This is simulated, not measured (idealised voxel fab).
Process module name: voxel wiring stack
In the cross-section labelled cut, the width is 230 nm and each square cell is 5 nm.
For the purposes of this document, a cross-section shall be understood as a grid of square cells, specified as bands listed in top-to-bottom order, each band consisting of one or more rows of cells.
Band entry format. Leading values: height of top, height of bottom, nm. Remainder: materials in left-to-right order, each with its width in nm. Special words: "all across" on a single material, which then fills the band edge to edge; "empty", empty space.
Heights from 0 (as-received wafer is one material below). Bottom band endless downward, as "top 0, no bottom".
The expression "30..40" gives the width at the extremes of the band, the first number at its top row of cells and the second at its bottom row, with the width changing by equal amounts from each row to the next in between.
No cell of the cross-section changed in a step that is given as "no modifications".
Empty spaces without an open route to the top, at least 8 cells in extent, make up the entry "Entrapped voids"; each is given as width x height at distance, where the distance is measured from the left edge, and all are in nm.
Anything after a step's settings on that line? It's the simulator's own note about the step.
overlay nm: how far to the right of its planned place the mask lay on this masked step (negative: to the left).
Reading key. Pairs: pre-step and post-step cross-section, one process step apart; post-step view only to lowest changed band. Step between + settings: beneath pair. Runs: pairs may be from different runs of this module, same starting wafer. Continuation from pair above: only where "Pre-processing view" entry says.
Pre-processing view:
- top 135, bottom 110: 50 resist; 20 empty; 15 resist; 20 empty; 15 resist; 20 empty; 15 resist; 20 empty; 55 resist
- top 110, bottom 100: 55 aC; 5 empty; 65 aC; 5 empty; 100 aC
- top 100, bottom 85: 55 SiO2; 5 empty; 65 SiO2; 5 empty; 100 SiO2
- top 85, bottom 80: 55 SiCN; 5 aC; 65 SiCN; 5 aC; 100 SiCN
- top 80, bottom 75: 50 SiO2; 5 SiCN; 5 aC; 5 SiCN; 55 SiO2; 5 SiCN; 5 aC; 5 SiCN; 95 SiO2
- top 75, bottom 60: 50 SiO2; 5 SiCN; 5 SiO2; 5 SiCN; 55 SiO2; 5 SiCN; 5 SiO2; 5 SiCN; 95 SiO2
- top 60, bottom 55: SiCN all across
- top 55, bottom 45: SiO2 all across
- top 45, bottom 40: 45 SiO2; 30 SiCN; 5 SiO2; 30 SiCN; 5 SiO2; 30 SiCN; 5 SiO2; 30 SiCN; 50 SiO2
- top 40, bottom 15: 45 SiO2; 5 SiCN; 20 Ru; 5 SiCN; 5 SiO2; 5 SiCN; 20 Ru; 5 SiCN; 5 SiO2; 5 SiCN; 20 Ru; 5 SiCN; 5 SiO2; 5 SiCN; 20 Ru; 5 SiCN; 50 SiO2
- top 15, bottom 10: 50 SiCN; 20 TiN; 15 SiCN; 20 TiN; 15 SiCN; 20 TiN; 15 SiCN; 20 TiN; 55 SiCN
- top 10, bottom 0: SiO2 all across
- top 0, no bottom: Si all across
- Entrapped voids: none
Post-Process View:
- top 125, bottom 110: 50 resist; 20 empty; 15 resist; 20 empty; 15 resist; 20 empty; 15 resist; 20 empty; 55 resist
- top 110, bottom 100: 50 aC; 20 empty; 15 aC; 20 empty; 15 aC; 20 empty; 15 aC; 20 empty; 55 aC
- top 100, bottom 85: 55 SiO2; 5 empty; 65 SiO2; 5 empty; 100 SiO2
- top 85, bottom 80: 55 SiCN; 5 empty; 65 SiCN; 5 empty; 100 SiCN
- top 80, bottom 75: 50 SiO2; 5 SiCN; 5 empty; 5 SiCN; 55 SiO2; 5 SiCN; 5 empty; 5 SiCN; 95 SiO2
- Beneath the level 75, the cross-section is identical to its previous state.
- Entrapped voids: none
Between the two cross-sections shown above lies DIRECTIONAL_ETCH [etch materials aC] [depth nm 10]
Pre-processing view: = after-state of the pair above.
Post-Process View:
- top 110, bottom 100: 50 aC; 20 empty; 15 aC; 20 empty; 15 aC; 20 empty; 15 aC; 20 empty; 55 aC
- Beneath the level 100, the cross-section is identical to its previous state.
- Entrapped voids: none
Between the two cross-sections shown above lies STRIP [etch materials resist]
Pre-processing view: = after-state of the pair above.
Post-Process View:
- top 110, bottom 100: 50 aC; 20 empty; 15 aC; 20 empty; 15 aC; 20 empty; 15 aC; 20 empty; 55 aC
- top 100, bottom 85: 50 SiO2; 20 empty; 15 SiO2; 20 empty; 15 SiO2; 20 empty; 15 SiO2; 20 empty; 55 SiO2
- top 85, bottom 80: 55 SiCN; 5 empty; 65 SiCN; 5 empty; 100 SiCN
- top 80, bottom 60: 50 SiO2; 5 SiCN; 5 empty; 5 SiCN; 55 SiO2; 5 SiCN; 5 empty; 5 SiCN; 95 SiO2
- Beneath the level 60, the cross-section is identical to its previous state.
- Entrapped voids: none
Between the two cross-sections shown above lies DIRECTIONAL_ETCH [etch materials SiO2] [depth nm 15]
Pre-processing view: = after-state of the pair above.
Post-Process View:
- top 110, bottom 100: 50 aC; 20 empty; 15 aC; 20 empty; 15 aC; 20 empty; 15 aC; 20 empty; 55 aC
- top 100, bottom 85: 50 SiO2; 20 empty; 15 SiO2; 20 empty; 15 SiO2; 20 empty; 15 SiO2; 20 empty; 55 SiO2
- top 85, bottom 80: 50 SiCN; 20 empty; 15 SiCN; 20 empty; 15 SiCN; 20 empty; 15 SiCN; 20 empty; 55 SiCN
- top 80, bottom 60: 50 SiO2; 5 SiCN; 5 empty; 5 SiCN; 55 SiO2; 5 SiCN; 5 empty; 5 SiCN; 95 SiO2
- top 60, bottom 55: 55 SiCN; 5 empty; 65 SiCN; 5 empty; 100 SiCN
- Beneath the level 55, the cross-section is identical to its previous state.
- Entrapped voids: none
Between the two cross-sections shown above lies DIRECTIONAL_ETCH [etch materials SiCN] [depth nm 5]
Pre-processing view: = after-state of the pair above.
Post-Process View:
- top 100, bottom 85: 50 SiO2; 20 empty; 15 SiO2; 20 empty; 15 SiO2; 20 empty; 15 SiO2; 20 empty; 55 SiO2
- Beneath the level 85, the cross-section is identical to its previous state.
- Entrapped voids: none
Between the two cross-sections shown above lies STRIP [etch materials aC]
Pre-processing view: = after-state of the pair above.
Post-Process View:
- top 105, bottom 100: 55 TiN; 10 empty; 25 TiN; 10 empty; 25 TiN; 10 empty; 25 TiN; 10 empty; 60 TiN
- top 100, bottom 85: 50 SiO2; 5 TiN; 10 empty; 5 TiN; 15 SiO2; 5 TiN; 10 empty; 5 TiN; 15 SiO2; 5 TiN; 10 empty; 5 TiN; 15 SiO2; 5 TiN; 10 empty; 5 TiN; 55 SiO2
- top 85, bottom 80: 50 SiCN; 20 TiN; 15 SiCN; 20 TiN; 15 SiCN; 20 TiN; 15 SiCN; 20 TiN; 55 SiCN
- top 80, bottom 60: 50 SiO2; 5 SiCN; 5 TiN; 5 SiCN; 55 SiO2; 5 SiCN; 5 TiN; 5 SiCN; 95 SiO2
- top 60, bottom 55: 55 SiCN; 5 TiN; 65 SiCN; 5 TiN; 100 SiCN
- Beneath the level 55, the cross-section is identical to its previous state.
- Entrapped voids: none
Between the two cross-sections shown above lies CONFORMAL_DEP [material TiN] [thk nm 5]
Pre-processing view: = after-state of the pair above.
Post-Process View:
- top 115, bottom 105: Ru all across
- top 105, bottom 100: 55 TiN; 10 Ru; 25 TiN; 10 Ru; 25 TiN; 10 Ru; 25 TiN; 10 Ru; 60 TiN
- top 100, bottom 85: 50 SiO2; 5 TiN; 10 Ru; 5 TiN; 15 SiO2; 5 TiN; 10 Ru; 5 TiN; 15 SiO2; 5 TiN; 10 Ru; 5 TiN; 15 SiO2; 5 TiN; 10 Ru; 5 TiN; 55 SiO2
- Beneath the level 85, the cross-section is identical to its previous state.
- Entrapped voids: none
Between the two cross-sections shown above lies FILL_DEP [material Ru] [thk nm 10]
Pre-processing view: = after-state of the pair above.
Post-Process View:
- top 85, bottom 80: 50 SiCN; 20 TiN; 15 SiCN; 20 TiN; 15 SiCN; 20 TiN; 15 SiCN; 20 TiN; 55 SiCN
- Beneath the level 80, the cross-section is identical to its previous state.
- Entrapped voids: none
Between the two cross-sections shown above lies CMP [height nm 85]
Pre-processing view: = after-state of the pair above.
Post-Process View:
- top 90, bottom 85: SiCN all across
- Beneath the level 85, the cross-section is identical to its previous state.
- Entrapped voids: none
Between the two cross-sections shown above lies CONFORMAL_DEP [material SiCN] [thk nm 5]
Pre-processing view: = after-state of the pair above.
Post-Process View:
- top 110, bottom 90: SiO2 all across
- Beneath the level 90, the cross-section is identical to its previous state.
- Entrapped voids: none
Between the two cross-sections shown above lies DIRECTIONAL_DEP [material SiO2] [thk nm 20]
Pre-processing view: = after-state of the pair above.
Post-Process View:
- top 130, bottom 110: 50 resist; 15 empty; 55 resist; 15 empty; 95 resist
- Beneath the level 110, the cross-section is identical to its previous state.
- Entrapped voids: none
Between the two cross-sections shown above lies PATTERN [tone open] [mask id PLUG_2] [material resist] [width nm 15] [pitch nm 70] [thk nm 20] [overlay nm 0]
Pre-processing view: = after-state of the pair above.
Post-Process View:
- top 130, bottom 110: 50 resist; 15 empty; 55 resist; 15 empty; 95 resist
- top 110, bottom 90: 50 SiO2; 15 empty; 55 SiO2; 15 empty; 95 SiO2
- Beneath the level 90, the cross-section is identical to its previous state.
- Entrapped voids: none
Between the two cross-sections shown above lies DIRECTIONAL_ETCH [etch materials SiO2] [depth nm 20]
Pre-processing view: = after-state of the pair above.
Post-Process View:
- top 130, bottom 110: 50 resist; 15 empty; 55 resist; 15 empty; 95 resist
- top 110, bottom 90: 50 SiO2; 15 empty; 55 SiO2; 15 empty; 95 SiO2
- top 90, bottom 85: 50 SiCN; 15 empty; 55 SiCN; 15 empty; 95 SiCN
- Beneath the level 85, the cross-section is identical to its previous state.
- Entrapped voids: none
Between the two cross-sections shown above lies DIRECTIONAL_ETCH [etch materials SiCN] [depth nm 5]
Pre-processing view: = after-state of the pair above.
Post-Process View:
- top 110, bottom 90: 50 SiO2; 15 empty; 55 SiO2; 15 empty; 95 SiO2
- Beneath the level 90, the cross-section is identical to its previous state.
- Entrapped voids: none
Between the two cross-sections shown above lies STRIP [etch materials resist]
Pre-processing view: = after-state of the pair above.
Post-Process View:
- top 115, bottom 110: 55 TiN; 5 empty; 65 TiN; 5 empty; 100 TiN
- top 110, bottom 90: 50 SiO2; 5 TiN; 5 empty; 5 TiN; 55 SiO2; 5 TiN; 5 empty; 5 TiN; 95 SiO2
- top 90, bottom 85: 50 SiCN; 15 TiN; 55 SiCN; 15 TiN; 95 SiCN
- Beneath the level 85, the cross-section is identical to its previous state.
- Entrapped voids: none
Between the two cross-sections shown above lies CONFORMAL_DEP [material TiN] [thk nm 5]
Pre-processing view: = after-state of the pair above.
Post-Process View:
- top 120, bottom 115: Ru all across
- top 115, bottom 110: 55 TiN; 5 Ru; 65 TiN; 5 Ru; 100 TiN
- top 110, bottom 90: 50 SiO2; 5 TiN; 5 Ru; 5 TiN; 55 SiO2; 5 TiN; 5 Ru; 5 TiN; 95 SiO2
- Beneath the level 90, the cross-section is identical to its previous state.
- Entrapped voids: none
Between the two cross-sections shown above lies FILL_DEP [material Ru] [thk nm 5]
Pre-processing view: = after-state of the pair above.
Post-Process View:
- top 110, bottom 90: 50 SiO2; 5 TiN; 5 Ru; 5 TiN; 55 SiO2; 5 TiN; 5 Ru; 5 TiN; 95 SiO2
- Beneath the level 90, the cross-section is identical to its previous state.
- Entrapped voids: none
Between the two cross-sections shown above lies CMP [height nm 110]
Pre-processing view: = after-state of the pair above.
Post-Process View:
- top 115, bottom 110: SiN all across
- Beneath the level 110, the cross-section is identical to its previous state.
- Entrapped voids: none
Between the two cross-sections shown above lies CONFORMAL_DEP [material SiN] [thk nm 5]
Pre-processing view: = after-state of the pair above.
Post-Process View:
- top 135, bottom 115: lowk all across
- Beneath the level 115, the cross-section is identical to its previous state.
- Entrapped voids: none
Between the two cross-sections shown above lies DIRECTIONAL_DEP [material lowk] [thk nm 20]
Pre-processing view: = after-state of the pair above.
Post-Process View:
- top 150, bottom 135: 50 resist; 20 empty; 15 resist; 20 empty; 15 resist; 20 empty; 15 resist; 20 empty; 55 resist
- Beneath the level 135, the cross-section is identical to its previous state.
- Entrapped voids: none
Between the two cross-sections shown above lies PATTERN [tone open] [mask id METAL_3] [material resist] [width nm 20] [pitch nm 35] [thk nm 15] [overlay nm 0]
Pre-processing view: = after-state of the pair above.
Post-Process View:
- top 150, bottom 135: 50 resist; 20 empty; 15 resist; 20 empty; 15 resist; 20 empty; 15 resist; 20 empty; 55 resist
- top 135, bottom 115: 50 lowk; 20 empty; 15 lowk; 20 empty; 15 lowk; 20 empty; 15 lowk; 20 empty; 55 lowk
- Beneath the level 115, the cross-section is identical to its previous state.
- Entrapped voids: none
Between the two cross-sections shown above lies DIRECTIONAL_ETCH [etch materials lowk] [depth nm 20]
Pre-processing view: = after-state of the pair above.
Post-Process View:
- top 150, bottom 135: 50 resist; 20 empty; 15 resist; 20 empty; 15 resist; 20 empty; 15 resist; 20 empty; 55 resist
- top 135, bottom 115: 50 lowk; 20 empty; 15 lowk; 20 empty; 15 lowk; 20 empty; 15 lowk; 20 empty; 55 lowk
- top 115, bottom 110: 50 SiN; 20 empty; 15 SiN; 20 empty; 15 SiN; 20 empty; 15 SiN; 20 empty; 55 SiN
- Beneath the level 110, the cross-section is identical to its previous state.
- Entrapped voids: none
Between the two cross-sections shown above lies DIRECTIONAL_ETCH [etch materials SiN] [depth nm 5]
Pre-processing view: = after-state of the pair above.
Post-Process View:
- top 135, bottom 115: 50 lowk; 20 empty; 15 lowk; 20 empty; 15 lowk; 20 empty; 15 lowk; 20 empty; 55 lowk
- Beneath the level 115, the cross-section is identical to its previous state.
- Entrapped voids: none
Between the two cross-sections shown above lies STRIP [etch materials resist]
Pre-processing view: = after-state of the pair above.
Post-Process View:
- top 140, bottom 135: 55 TiN; 10 empty; 25 TiN; 10 empty; 25 TiN; 10 empty; 25 TiN; 10 empty; 60 TiN
- top 135, bottom 115: 50 lowk; 5 TiN; 10 empty; 5 TiN; 15 lowk; 5 TiN; 10 empty; 5 TiN; 15 lowk; 5 TiN; 10 empty; 5 TiN; 15 lowk; 5 TiN; 10 empty; 5 TiN; 55 lowk
- top 115, bottom 110: 50 SiN; 20 TiN; 15 SiN; 20 TiN; 15 SiN; 20 TiN; 15 SiN; 20 TiN; 55 SiN
- Beneath the level 110, the cross-section is identical to its previous state.
- Entrapped voids: none
Between the two cross-sections shown above lies CONFORMAL_DEP [material TiN] [thk nm 5]
Pre-processing view: = after-state of the pair above.
Post-Process View:
- top 145, bottom 140: Cu all across
- top 140, bottom 135: 55 TiN; 10 Cu; 25 TiN; 10 Cu; 25 TiN; 10 Cu; 25 TiN; 10 Cu; 60 TiN
- top 135, bottom 115: 50 lowk; 5 TiN; 10 Cu; 5 TiN; 15 lowk; 5 TiN; 10 Cu; 5 TiN; 15 lowk; 5 TiN; 10 Cu; 5 TiN; 15 lowk; 5 TiN; 10 Cu; 5 TiN; 55 lowk
- Beneath the level 115, the cross-section is identical to its previous state.
- Entrapped voids: none
Between the two cross-sections shown above lies FILL_DEP [material Cu] [thk nm 5]
Pre-processing view: = after-state of the pair above.
Post-Process View:
- top 135, bottom 115: 50 lowk; 5 TiN; 10 Cu; 5 TiN; 15 lowk; 5 TiN; 10 Cu; 5 TiN; 15 lowk; 5 TiN; 10 Cu; 5 TiN; 15 lowk; 5 TiN; 10 Cu; 5 TiN; 55 lowk
- Beneath the level 115, the cross-section is identical to its previous state.
- Entrapped voids: none
Between the two cross-sections shown above lies CMP [height nm 135]
Pre-processing view: = after-state of the pair above.
Post-Process View:
- top 140, bottom 135: SiCN all across
- Beneath the level 135, the cross-section is identical to its previous state.
- Entrapped voids: none
Between the two cross-sections shown above lies CONFORMAL_DEP [material SiCN] [thk nm 5]
Pre-processing view: = after-state of the pair above.
Post-Process View:
- top 165, bottom 140: lowk all across
- Beneath the level 140, the cross-section is identical to its previous state.
- Entrapped voids: none
Between the two cross-sections shown above lies DIRECTIONAL_DEP [material lowk] [thk nm 25]
Pre-processing view: = after-state of the pair above.
Post-Process View:
- top 165, bottom 140: 50 lowk; 15 empty; 20 lowk; 15 empty; 20 lowk; 15 empty; 20 lowk; 15 empty; 60 lowk
- Beneath the level 140, the cross-section is identical to its previous state.
- Entrapped voids: none
Between the two cross-sections shown above lies MASKED_ETCH [tone open] [mask id METAL_4_HOLES] [width nm 15] [pitch nm 35] [etch materials lowk] [depth nm 25] [overlay nm 0]
Pre-processing view: = after-state of the pair above.
Post-Process View:
- top 165, bottom 150: 50 lowk; 20 empty; 15 lowk; 20 empty; 15 lowk; 20 empty; 15 lowk; 20 empty; 55 lowk
- Beneath the level 150, the cross-section is identical to its previous state.
- Entrapped voids: none
Between the two cross-sections shown above lies MASKED_ETCH [tone open] [mask id METAL_4] [width nm 20] [pitch nm 35] [etch materials lowk] [depth nm 15] [overlay nm 0]
Pre-processing view: = after-state of the pair above.
Post-Process View:
- top 165, bottom 150: 50 lowk; 20 empty; 15 lowk; 20 empty; 15 lowk; 20 empty; 15 lowk; 20 empty; 55 lowk
- top 150, bottom 140: 50 lowk; 15 empty; 20 lowk; 15 empty; 20 lowk; 15 empty; 20 lowk; 15 empty; 60 lowk
- top 140, bottom 135: 50 SiCN; 15 empty; 20 SiCN; 15 empty; 20 SiCN; 15 empty; 20 SiCN; 15 empty; 60 SiCN
- Beneath the level 135, the cross-section is identical to its previous state.
- Entrapped voids: none
Between the two cross-sections shown above lies MASKED_ETCH [tone open] [mask id METAL_4] [width nm 20] [pitch nm 35] [etch materials SiCN] [depth nm 5] [overlay nm 0]
Pre-processing view: = after-state of the pair above.
Post-Process View:
- top 170, bottom 165: 55 TiN; 10 empty; 25 TiN; 10 empty; 25 TiN; 10 empty; 25 TiN; 10 empty; 60 TiN
- top 165, bottom 155: 50 lowk; 5 TiN; 10 empty; 5 TiN; 15 lowk; 5 TiN; 10 empty; 5 TiN; 15 lowk; 5 TiN; 10 empty; 5 TiN; 15 lowk; 5 TiN; 10 empty; 5 TiN; 55 lowk
- top 155, bottom 150: 50 lowk; 5 TiN; 5 empty; 10 TiN; 15 lowk; 5 TiN; 5 empty; 10 TiN; 15 lowk; 5 TiN; 5 empty; 10 TiN; 15 lowk; 5 TiN; 5 empty; 10 TiN; 55 lowk
- top 150, bottom 140: 50 lowk; 5 TiN; 5 empty; 5 TiN; 20 lowk; 5 TiN; 5 empty; 5 TiN; 20 lowk; 5 TiN; 5 empty; 5 TiN; 20 lowk; 5 TiN; 5 empty; 5 TiN; 60 lowk
- top 140, bottom 135: 50 SiCN; 15 TiN; 20 SiCN; 15 TiN; 20 SiCN; 15 TiN; 20 SiCN; 15 TiN; 60 SiCN
- Beneath the level 135, the cross-section is identical to its previous state.
- Entrapped voids: none
Between the two cross-sections shown above lies CONFORMAL_DEP [material TiN] [thk nm 5]
Pre-processing view: = after-state of the pair above.
Post-Process View:
- top 180, bottom 170: Cu all across
- top 170, bottom 165: 55 TiN; 10 Cu; 25 TiN; 10 Cu; 25 TiN; 10 Cu; 25 TiN; 10 Cu; 60 TiN
- top 165, bottom 155: 50 lowk; 5 TiN; 10 Cu; 5 TiN; 15 lowk; 5 TiN; 10 Cu; 5 TiN; 15 lowk; 5 TiN; 10 Cu; 5 TiN; 15 lowk; 5 TiN; 10 Cu; 5 TiN; 55 lowk
- top 155, bottom 150: 50 lowk; 5 TiN; 5 Cu; 10 TiN; 15 lowk; 5 TiN; 5 Cu; 10 TiN; 15 lowk; 5 TiN; 5 Cu; 10 TiN; 15 lowk; 5 TiN; 5 Cu; 10 TiN; 55 lowk
- top 150, bottom 140: 50 lowk; 5 TiN; 5 Cu; 5 TiN; 20 lowk; 5 TiN; 5 Cu; 5 TiN; 20 lowk; 5 TiN; 5 Cu; 5 TiN; 20 lowk; 5 TiN; 5 Cu; 5 TiN; 60 lowk
- Beneath the level 140, the cross-section is identical to its previous state.
- Entrapped voids: none
Between the two cross-sections shown above lies FILL_DEP [material Cu] [thk nm 10]
Pre-processing view: = after-state of the pair above.
Post-Process View:
- top 165, bottom 155: 50 lowk; 5 TiN; 10 Cu; 5 TiN; 15 lowk; 5 TiN; 10 Cu; 5 TiN; 15 lowk; 5 TiN; 10 Cu; 5 TiN; 15 lowk; 5 TiN; 10 Cu; 5 TiN; 55 lowk
- Beneath the level 155, the cross-section is identical to its previous state.
- Entrapped voids: none
Between the two cross-sections shown above lies CMP [height nm 165]
Pre-processing view: = after-state of the pair above.
Post-Process View:
- top 170, bottom 165: SiCN all across
- Beneath the level 165, the cross-section is identical to its previous state.
- Entrapped voids: none
Between the two cross-sections shown above lies CONFORMAL_DEP [material SiCN] [thk nm 5]
Pre-processing view:
- top 65, bottom 60: 50 SiO2; 15 empty; 55 SiO2; 15 empty; 95 SiO2
- top 60, bottom 45: 50 SiO2; 15 Ru; 55 SiO2; 15 Ru; 95 SiO2
- top 45, bottom 40: 50 SiCN; 15 Ru; 55 SiCN; 15 Ru; 95 SiCN
- top 40, bottom 15: 45 SiO2; 5 SiCN; 20 Ru; 5 SiCN; 5 SiO2; 5 SiCN; 20 Ru; 5 SiCN; 5 SiO2; 5 SiCN; 20 Ru; 5 SiCN; 5 SiO2; 5 SiCN; 20 Ru; 5 SiCN; 50 SiO2
- top 15, bottom 10: 50 SiCN; 20 TiN; 15 SiCN; 20 TiN; 15 SiCN; 20 TiN; 15 SiCN; 20 TiN; 55 SiCN
- top 10, bottom 0: SiO2 all across
- top 0, no bottom: Si all across
- Entrapped voids: none
Post-Process View:
- top 70, bottom 65: 45 empty; 25 Ru; 45 empty; 25 Ru; 90 empty
- top 65, bottom 45: 50 SiO2; 15 Ru; 55 SiO2; 15 Ru; 95 SiO2
- Beneath the level 45, the cross-section is identical to its previous state.
- Entrapped voids: none
Between the two cross-sections shown above lies EPI [material Ru] [thk nm 10]
Pre-processing view: = after-state of the pair above.
Post-Process View:
- top 75, bottom 65: 40 empty; 35 Ru; 35 empty; 35 Ru; 85 empty
- Beneath the level 65, the cross-section is identical to its previous state.
- Entrapped voids: none
Between the two cross-sections shown above lies EPI [material Ru] [thk nm 5]
Pre-processing view: = after-state of the pair above.
Post-Process View:
- top 80, bottom 75: 35 empty; 45 SiCN; 25 empty; 45 SiCN; 80 empty
- top 75, bottom 70: 35 empty; 5 SiCN; 35 Ru; 5 SiCN; 25 empty; 5 SiCN; 35 Ru; 5 SiCN; 80 empty
- top 70, bottom 65: 40 SiCN; 35 Ru; 35 SiCN; 35 Ru; 85 SiCN
- Beneath the level 65, the cross-section is identical to its previous state.
- Entrapped voids: none
Between the two cross-sections shown above lies CONFORMAL_DEP [material SiCN] [thk nm 5]
Pre-processing view: = after-state of the pair above.
Post-Process View:
- top 95, bottom 85: 35 empty; 45 SiO2; 25 empty; 45 SiO2; 80 empty
- top 85, bottom 80: SiO2 all across
- top 80, bottom 75: 35 SiO2; 45 SiCN; 25 SiO2; 45 SiCN; 80 SiO2
- top 75, bottom 70: 35 SiO2; 5 SiCN; 35 Ru; 5 SiCN; 25 SiO2; 5 SiCN; 35 Ru; 5 SiCN; 80 SiO2
- Beneath the level 70, the cross-section is identical to its previous state.
- Entrapped voids: none
Between the two cross-sections shown above lies DIRECTIONAL_DEP [material SiO2] [thk nm 15]
Pre-processing view: = after-state of the pair above.
Post-Process View:
- top 105, bottom 95: 35 empty; 45 aC; 25 empty; 45 aC; 80 empty
- top 95, bottom 85: 35 aC; 45 SiO2; 25 aC; 45 SiO2; 80 aC
- Beneath the level 85, the cross-section is identical to its previous state.
- Entrapped voids: none
Between the two cross-sections shown above lies DIRECTIONAL_DEP [material aC] [thk nm 10]
Pre-processing view: = after-state of the pair above.
Post-Process View:
- top 130, bottom 105: 50 resist; 20 empty; 15 resist; 20 empty; 15 resist; 20 empty; 15 resist; 20 empty; 55 resist
- top 105, bottom 95: 35 resist; 45 aC; 5 resist; 20 empty; 45 aC; 5 resist; 20 empty; 55 resist
- Beneath the level 95, the cross-section is identical to its previous state.
- Entrapped voids: none
Between the two cross-sections shown above lies PATTERN [tone open] [mask id METAL_2] [material resist] [width nm 20] [pitch nm 35] [thk nm 25] [overlay nm 0]
Pre-processing view: = after-state of the pair above.
Post-Process View:
- top 120, bottom 105: 50 resist; 20 empty; 15 resist; 20 empty; 15 resist; 20 empty; 15 resist; 20 empty; 55 resist
- top 105, bottom 95: 35 resist; 15 aC; 20 empty; 10 aC; 5 resist; 20 empty; 15 aC; 20 empty; 10 aC; 5 resist; 20 empty; 55 resist
- top 95, bottom 85: 35 aC; 45 SiO2; 5 aC; 20 empty; 45 SiO2; 5 aC; 20 empty; 55 aC
- Beneath the level 85, the cross-section is identical to its previous state.
- Entrapped voids: none
Between the two cross-sections shown above lies DIRECTIONAL_ETCH [etch materials aC] [depth nm 10]
Pre-processing view: = after-state of the pair above.
Post-Process View:
- top 105, bottom 95: 35 empty; 15 aC; 20 empty; 10 aC; 25 empty; 15 aC; 20 empty; 10 aC; 80 empty
- Beneath the level 95, the cross-section is identical to its previous state.
- Entrapped voids: none
Between the two cross-sections shown above lies STRIP [etch materials resist]
Pre-processing view: = after-state of the pair above.
Post-Process View:
- top 105, bottom 95: 35 empty; 15 aC; 20 empty; 10 aC; 25 empty; 15 aC; 20 empty; 10 aC; 80 empty
- top 95, bottom 85: 35 aC; 15 SiO2; 20 empty; 10 SiO2; 5 aC; 20 empty; 15 SiO2; 20 empty; 10 SiO2; 5 aC; 20 empty; 55 aC
- top 85, bottom 80: 50 SiO2; 20 empty; 15 SiO2; 20 empty; 15 SiO2; 20 empty; 15 SiO2; 20 empty; 55 SiO2
- top 80, bottom 75: 35 SiO2; 45 SiCN; 5 SiO2; 20 empty; 45 SiCN; 5 SiO2; 20 empty; 55 SiO2
- top 75, bottom 70: 35 SiO2; 5 SiCN; 35 Ru; 5 SiCN; 5 SiO2; 20 empty; 5 SiCN; 35 Ru; 5 SiCN; 5 SiO2; 20 empty; 55 SiO2
- Beneath the level 70, the cross-section is identical to its previous state.
- Entrapped voids: none
Between the two cross-sections shown above lies DIRECTIONAL_ETCH [etch materials SiO2] [depth nm 15]
Pre-processing view: = after-state of the pair above.
Post-Process View:
- top 105, bottom 95: 35 empty; 15 aC; 20 empty; 10 aC; 25 empty; 15 aC; 20 empty; 10 aC; 80 empty
- top 95, bottom 85: 35 aC; 15 SiO2; 20 empty; 10 SiO2; 5 aC; 20 empty; 15 SiO2; 20 empty; 10 SiO2; 5 aC; 20 empty; 55 aC
- top 85, bottom 80: 50 SiO2; 20 empty; 15 SiO2; 20 empty; 15 SiO2; 20 empty; 15 SiO2; 20 empty; 55 SiO2
- top 80, bottom 75: 35 SiO2; 15 SiCN; 20 empty; 10 SiCN; 5 SiO2; 20 empty; 15 SiCN; 20 empty; 10 SiCN; 5 SiO2; 20 empty; 55 SiO2
- top 75, bottom 70: 35 SiO2; 5 SiCN; 35 Ru; 5 SiCN; 5 SiO2; 20 empty; 5 SiCN; 35 Ru; 5 SiCN; 5 SiO2; 20 empty; 55 SiO2
- top 70, bottom 65: 40 SiCN; 35 Ru; 10 SiCN; 20 empty; 5 SiCN; 35 Ru; 10 SiCN; 20 empty; 55 SiCN
- Beneath the level 65, the cross-section is identical to its previous state.
- Entrapped voids: none
Between the two cross-sections shown above lies DIRECTIONAL_ETCH [etch materials SiCN] [depth nm 5]
Pre-processing view: = after-state of the pair above.
Post-Process View:
- top 95, bottom 85: 35 empty; 15 SiO2; 20 empty; 10 SiO2; 25 empty; 15 SiO2; 20 empty; 10 SiO2; 80 empty
- Beneath the level 85, the cross-section is identical to its previous state.
- Entrapped voids: none
Between the two cross-sections shown above lies STRIP [etch materials aC]
Pre-processing view: = after-state of the pair above.
Post-Process View:
- top 100, bottom 95: 30 empty; 25 TiN; 10 empty; 20 TiN; 15 empty; 25 TiN; 10 empty; 20 TiN; 75 empty
- top 95, bottom 90: 30 empty; 5 TiN; 15 SiO2; 5 TiN; 10 empty; 5 TiN; 10 SiO2; 5 TiN; 15 empty; 5 TiN; 15 SiO2; 5 TiN; 10 empty; 5 TiN; 10 SiO2; 5 TiN; 75 empty
- top 90, bottom 85: 35 TiN; 15 SiO2; 5 TiN; 10 empty; 5 TiN; 10 SiO2; 10 TiN; 10 empty; 5 TiN; 15 SiO2; 5 TiN; 10 empty; 5 TiN; 10 SiO2; 10 TiN; 10 empty; 60 TiN
- top 85, bottom 80: 50 SiO2; 5 TiN; 10 empty; 5 TiN; 15 SiO2; 5 TiN; 10 empty; 5 TiN; 15 SiO2; 5 TiN; 10 empty; 5 TiN; 15 SiO2; 5 TiN; 10 empty; 5 TiN; 55 SiO2
- top 80, bottom 75: 35 SiO2; 15 SiCN; 20 TiN; 10 SiCN; 5 SiO2; 5 TiN; 10 empty; 5 TiN; 15 SiCN; 20 TiN; 10 SiCN; 5 SiO2; 5 TiN; 10 empty; 5 TiN; 55 SiO2
- top 75, bottom 70: 35 SiO2; 5 SiCN; 35 Ru; 5 SiCN; 5 SiO2; 5 TiN; 10 empty; 5 TiN; 5 SiCN; 35 Ru; 5 SiCN; 5 SiO2; 5 TiN; 10 empty; 5 TiN; 55 SiO2
- top 70, bottom 65: 40 SiCN; 35 Ru; 10 SiCN; 20 TiN; 5 SiCN; 35 Ru; 10 SiCN; 20 TiN; 55 SiCN
- Beneath the level 65, the cross-section is identical to its previous state.
- Entrapped voids: none
Between the two cross-sections shown above lies CONFORMAL_DEP [material TiN] [thk nm 5]
